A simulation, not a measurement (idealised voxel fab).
You're looking at the process module voxel self aligned contacts.
This is section cut - it's 290 nm across, gridded in 5 nm square cells.
If you're reading a cross-section in this doc, picture square cells in a grid; it comes to you as bands, top ones listed first down to the bottom, and a band can be one or more rows of cells. Band entry format. Leading values: height of top, height of bottom, nm. Remainder: materials in left-to-right order, each with its width in nm. Special words: "full width" on a single material, which then fills the band edge to edge; "air", empty space. Zero point of the height axis is 0; under it, received wafer = one material. Lowest band: continues down indefinitely, "z 0 and below". A width such as "30->40" changes by the same amount from each row of cells to the next, from the band's top row to its bottom row. A step reported as "nothing was modified" is a step in which no cell of the cross-section changed. Entry "Closed void register" = empty spaces >= 8 cells with no open way to the top; each as width x height at distance, distance from left edge, all nm. Read whatever lies past the settings on a step's line as the simulator's own remark about the step. For masked steps, "overlay nm" on the step line gives how far right of plan the mask actually lay; a minus sign means it lay to the left.

Below is the list of planned process steps
step 1: RECEIVE, material Si
step 2: CONFORMAL_DEP, material SiO2, thk nm 5
step 3: DIRECTIONAL_DEP, material polySi, thk nm 25
step 4: DIRECTIONAL_DEP, material SiN, thk nm 20
step 5: DIRECTIONAL_DEP, material aC, thk nm 10
step 6: PATTERN, tone cover, mask id GATE, material resist, width nm 35, pitch nm 60, thk nm 25, overlay nm 0
step 7: DIRECTIONAL_ETCH, etch materials aC, depth nm 10
step 8: STRIP, etch materials resist
step 9: DIRECTIONAL_ETCH, etch materials SiN, depth nm 20
step 10: DIRECTIONAL_ETCH, etch materials polySi, depth nm 25
step 11: STRIP, etch materials aC
step 12: CONFORMAL_DEP, material SiN, thk nm 5
step 13: DIRECTIONAL_ETCH, etch materials SiN, depth nm 5
step 14: FILL_DEP, material SiO2, thk nm 10
step 15: CMP, height nm 55
step 16: MASKED_ETCH, tone open, mask id CONTACT, width nm 35, etch materials SiO2, depth nm 55, overlay nm 0
step 17: CONFORMAL_DEP, material TiN, thk nm 5
step 18: FILL_DEP, material W, thk nm 5
step 19: CMP, height nm 55
step 20: CONFORMAL_DEP, material SiN, thk nm 5

Cross-section of the wafer at receipt, which is the condition after step 1
> z 0 and below = Si full width
> Closed void register: none

Looking at the first of two wafers in cross-section at end of module - ran to plan
> z 60 to 55 = SiN full width
> z 55 to 50 = SiO2 125 nm, then TiN 15 nm, then W 5 nm, then TiN 15 nm, then SiO2 130 nm
> z 50 to 30 = SiO2 90 nm, then SiN 45 nm, then TiN 5 nm, then W 5 nm, then TiN 5 nm, then SiN 45 nm, then SiO2 95 nm
> z 30 to 5 = SiO2 90 nm, then SiN 5 nm, then polySi 35 nm, then SiN 5 nm, then TiN 5 nm, then W 5 nm, then TiN 5 nm, then SiN 5 nm, then polySi 35 nm, then SiN 5 nm, then SiO2 95 nm
> z 5 to 0 = SiO2 135 nm, then TiN 15 nm, then SiO2 140 nm
> z 0 and below = Si full width
> Closed void register: none

Cross-sectional image of the second wafer of the two following completion of the module. Starting state and process plan were the same as for the first wafer; one execution error occurred
> z 60 to 55 = SiN full width
> z 55 to 35 = SiO2 90 nm, then SiN 5 nm, then polySi 35 nm, then SiN 5 nm, then TiN 5 nm, then W 5 nm, then TiN 5 nm, then SiN 5 nm, then polySi 35 nm, then SiN 5 nm, then SiO2 95 nm
> z 35 to 30 = SiO2 90 nm, then SiN 5 nm, then polySi 35 nm, then SiN 5 nm, then TiN 15 nm, then SiN 5 nm, then polySi 35 nm, then SiN 5 nm, then SiO2 95 nm
> z 30 to 5 = polySi full width
> z 5 to 0 = SiO2 full width
> z 0 and below = Si full width
> Closed void register: none
Finding, execution versus plan: step 3 of the plan saw execution twice
Per the end-of-run cell counts, the second wafer holds more or fewer of some materials than the first: -72 SiN; -196 SiO2; -16 TiN; -6 W; +290 polySi
